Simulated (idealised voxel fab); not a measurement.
process module | voxel plated lines
cross-section cut | 270 nm wide | cells 5 nm
A cross-section is a grid of square cells, given in bands from the top down. A band is one or more rows of cells.
Each band's line starts with the height of the band's top and of its bottom, in nm. Then come its materials from left to right, each with its width in nm. One material with "throughout" fills the band from edge to edge. "air" is empty space.
Height 0 is the level under which the wafer as received is all one material. The lowest band goes on downwards, as in "0 down".
A width such as "30 to 40" changes by the same amount from each row of cells to the next, from the band's top row to its bottom row.
"no change" after a step means that no cell of the cross-section changed.
closed voids: empty space of 8 cells or more with no open way to the top, each as width x height at its distance from the left edge, in nm
after a step's settings: what the simulator itself notes on the step
overlay nm, on a step with a mask: how far to the right of its planned place the mask lay; to the left if negative
plan
1 op RECEIVE | material Si
2 op CONFORMAL_DEP | material SiO2 | thk nm 15
3 op DIRECTIONAL_DEP | material TiN | thk nm 5
4 op PATTERN | tone open | mask id LINES | material resist | width nm 15 | pitch nm 40 | thk nm 25 | overlay nm 0
5 op EPI | material Ru | thk nm 5
6 op EPI | material Ru | thk nm 10
7 op STRIP | etch materials resist
8 op DIRECTIONAL_ETCH | etch materials TiN | depth nm 5
9 op CONFORMAL_DEP | material SiCN | thk nm 5
varied across the wafers: thk nm of step 9. The plan shows the first wafer's value. All wafers start alike
first wafer as received, after step 1
  0 down: Si throughout
  closed voids: none
first wafer at the end, after step 9
  40 to 35: air 60 | SiCN 25 | air 15 | SiCN 25 | air 15 | SiCN 25 | air 15 | SiCN 25 | air 65
  35 to 20: air 60 | SiCN 5 | Ru 15 | SiCN 5 | air 15 | SiCN 5 | Ru 15 | SiCN 5 | air 15 | SiCN 5 | Ru 15 | SiCN 5 | air 15 | SiCN 5 | Ru 15 | SiCN 5 | air 65
  20 to 15: SiCN 65 | TiN 15 | SiCN 25 | TiN 15 | SiCN 25 | TiN 15 | SiCN 25 | TiN 15 | SiCN 70
  15 to 0: SiO2 throughout
  0 down: Si throughout
  closed voids: none
last wafer at the end
  55 to 35: air 45 | SiCN 175 | air 50
  35 to 20: SiCN 65 | Ru 15 | SiCN 25 | Ru 15 | SiCN 25 | Ru 15 | SiCN 25 | Ru 15 | SiCN 70
  20 to 15: SiCN 65 | TiN 15 | SiCN 25 | TiN 15 | SiCN 25 | TiN 15 | SiCN 25 | TiN 15 | SiCN 70
  15 to 0: SiO2 throughout
  0 down: Si throughout
  closed voids: none
each wafer at the end: cells of each material gained (+) or lost (-) since it was received, then its closed voids
thk nm 5 | +36 Ru | +86 SiCN | +162 SiO2 | +12 TiN | closed voids: none
thk nm 10 | +36 Ru | +172 SiCN | +162 SiO2 | +12 TiN | closed voids: none
thk nm 15 | +36 Ru | +246 SiCN | +162 SiO2 | +12 TiN | closed voids: none
thk nm 20 | +36 Ru | +308 SiCN | +162 SiO2 | +12 TiN | closed voids: none
